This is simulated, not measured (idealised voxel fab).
process module | voxel self aligned vias
The figure presents cross-section cut, which has a width of 245 nm and is divided into square cells with an edge length of 5 nm.
This document writes a cross-section as a grid whose cells are square, and gives it as bands, listed from the top down; one or more rows of cells form a band.
What a band's entry tells you: where the top is and where the bottom is, as heights in nm, and after that what lies inside, material by material from left to right, each with its width in nm. Empty space is written as the word "blank", and a single material marked with the word "all across" occupies the band from edge to edge.
Convention: height 0 is the level below which the wafer, as received, is all one material. The lowest band does not terminate at the bottom but continues downward, represented as "0 nm and below".
It should be noted that a width expressed as "30->40" varies in equal increments from row to row of cells within the band, taking the value of the first number at the top row and that of the second number at the bottom row.
You'll sometimes find "nothing was modified" written for a step, and that's the way of saying that nowhere in the cross-section did a cell change during that step.
Closed empty spaces (no open way to the top) of 8 cells or more are what "Closed internal voids" lists, each as width x height at distance from the left edge, nm for all three.
What comes after the settings on a step's line is commentary from the simulator itself on that step.
overlay nm: right-of-plan distance of the mask on a masked step; negative values mean left-of-plan.

### The following list gives the planned process steps
1: RECEIVE (material Si)
2: CONFORMAL_DEP (material SiO2; thk nm 10)
3: CONFORMAL_DEP (material SiCN; thk nm 5)
4: DIRECTIONAL_DEP (material lowk; thk nm 25)
5: DIRECTIONAL_DEP (material aC; thk nm 15)
6: PATTERN (tone open; mask id LINES; material resist; width nm 25; pitch nm 60; thk nm 35; overlay nm 0)
7: DIRECTIONAL_ETCH (etch materials aC; depth nm 15)
8: STRIP (etch materials resist)
9: DIRECTIONAL_ETCH (etch materials lowk; depth nm 25)
10: STRIP (etch materials aC)
11: CONFORMAL_DEP (material TiN; thk nm 5)
12: FILL_DEP (material W; thk nm 5)
13: CMP (height nm 40)
14: SELECTIVE_ETCH (etch materials W Ru TiN; depth nm 5)
15: FILL_DEP (material SiN; thk nm 10)
16: CMP (height nm 40)
17: DIRECTIONAL_DEP (material lowk; thk nm 20)
18: DIRECTIONAL_DEP (material aC; thk nm 10)
19: PATTERN (tone open; mask id VIAS; material resist; width nm 35; pitch nm 60; thk nm 25; overlay nm 0)
20: DIRECTIONAL_ETCH (etch materials aC; depth nm 10)
21: STRIP (etch materials resist)
22: DIRECTIONAL_ETCH (etch materials lowk; depth nm 20)
23: DIRECTIONAL_ETCH (etch materials SiN; depth nm 5)
24: STRIP (etch materials aC)
25: CONFORMAL_DEP (material TiN; thk nm 5)
26: FILL_DEP (material Ru; thk nm 10)
27: CMP (height nm 60)
28: CONFORMAL_DEP (material SiN; thk nm 5)

### Cross-section of the incoming wafer, state after step 1
> 0 nm and below | Si all across
> Closed internal voids: none

### Starting structure and process plan are as shown above, but one mistake was made in running the module; the wafer cross-section at the end of the module follows
> 65 nm to 60 nm | SiN all across
> 60 nm to 40 nm | lowk (75), then TiN (5), then Ru (25), then TiN (5), then lowk (25), then TiN (5), then Ru (25), then TiN (5), then lowk (75)
> 40 nm to 35 nm | lowk (75), then TiN (35), then lowk (25), then TiN (35), then lowk (75)
> 35 nm to 20 nm | lowk (75), then TiN (10), then W (15), then TiN (10), then lowk (25), then TiN (10), then W (15), then TiN (10), then lowk (75)
> 20 nm to 15 nm | lowk (80), then TiN (25), then lowk (35), then TiN (25), then lowk (80)
> 15 nm to 10 nm | SiCN all across
> 10 nm to 0 nm | SiO2 all across
> 0 nm and below | Si all across
> Closed internal voids: none
Want to know what went wrong? in the plan, step 22 was performed twice
